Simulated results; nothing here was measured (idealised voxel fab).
The following process module bears the name voxel gate over fins.
The cross-section on display is named cut; it measures 205 nm wide, and its cells are 5 nm squares.
In this document a cross-section is written as a grid of square cells. It is given as a series of bands, listed from the top down, and a band is one or more rows of cells. Per band: top height and bottom height in nm, followed by the left-to-right materials and their widths in nm; "throughout" marks a single material spanning edge to edge, "blank" marks empty space. Heights from 0 (as-received wafer is one material below). Bottom band endless downward, as "0 -> down". It should be noted that a width expressed as "30 to 40" varies in equal increments from row to row of cells within the band, taking the value of the first number at the top row and that of the second number at the bottom row. Step marked "stayed the same"? Then no cell in the cross-section changed in it. What "Catalogued sealed voids" gives you is every empty space of 8 cells or more that is cut off from the top. Each appears as width x height at distance, with the distance taken from the left edge and width, height and distance all in nm. after a step's settings: what the simulator itself notes on the step. overlay nm: for a step with a mask, the amount by which the mask lay right of where it was planned; a negative amount means left of it.

-- Intended process steps
1) RECEIVE (material Si)
2) CONFORMAL_DEP (material SiN; thk nm 5)
3) DIRECTIONAL_DEP (material aC; thk nm 15)
4) PATTERN (tone cover; mask id FINS; material resist; width nm 15; pitch nm 40; thk nm 30; overlay nm -15)
5) DIRECTIONAL_ETCH (etch materials aC; depth nm 15)
6) STRIP (etch materials resist)
7) DIRECTIONAL_ETCH (etch materials SiN; depth nm 5)
8) DIRECTIONAL_ETCH (etch materials Si; depth nm 30)
9) STRIP (etch materials aC)
10) FILL_DEP (material SiO2; thk nm 10)
11) CMP (height nm 5)
12) SELECTIVE_ETCH (etch materials SiO2; depth nm 20)
13) STRIP (etch materials SiN)
14) CONFORMAL_DEP (material HfO2; thk nm 5)
15) CONFORMAL_DEP (material TiN; thk nm 5)
16) CONFORMAL_DEP (material TiAl; thk nm 5)
17) CONFORMAL_DEP (material TiN; thk nm 5)
18) FILL_DEP (material W; thk nm 10)
19) CMP (height nm 25)
20) CONFORMAL_DEP (material SiCN; thk nm 5)
Wafer-to-wafer difference: overlay nm, step 4. Common start. Plan = first wafer's value.

-- After step 1, as received: first of several wafers, cross-section
0 -> down  Si throughout
Catalogued sealed voids: none

-- Every row in this table is a wafer at the end of the module, and it gives, for each of the materials, the cells that wafer has gained (+) or lost (-) since it was received, then its closed voids
overlay nm -15 | +65 HfO2 | -174 Si | +41 SiCN | +87 SiO2 | +56 TiAl | +112 TiN | +59 W | Catalogued sealed voids: none
overlay nm -10 | +65 HfO2 | -174 Si | +41 SiCN | +87 SiO2 | +56 TiAl | +112 TiN | +59 W | Catalogued sealed voids: none
overlay nm -5 | +65 HfO2 | -174 Si | +41 SiCN | +87 SiO2 | +56 TiAl | +112 TiN | +59 W | Catalogued sealed voids: none
overlay nm 0 | +65 HfO2 | -174 Si | +41 SiCN | +87 SiO2 | +56 TiAl | +112 TiN | +59 W | Catalogued sealed voids: none
overlay nm 5 | +65 HfO2 | -174 Si | +41 SiCN | +87 SiO2 | +56 TiAl | +112 TiN | +59 W | Catalogued sealed voids: none
overlay nm 10 | +65 HfO2 | -174 Si | +41 SiCN | +87 SiO2 | +56 TiAl | +112 TiN | +59 W | Catalogued sealed voids: none
overlay nm 15 | +65 HfO2 | -174 Si | +41 SiCN | +87 SiO2 | +56 TiAl | +112 TiN | +59 W | Catalogued sealed voids: none
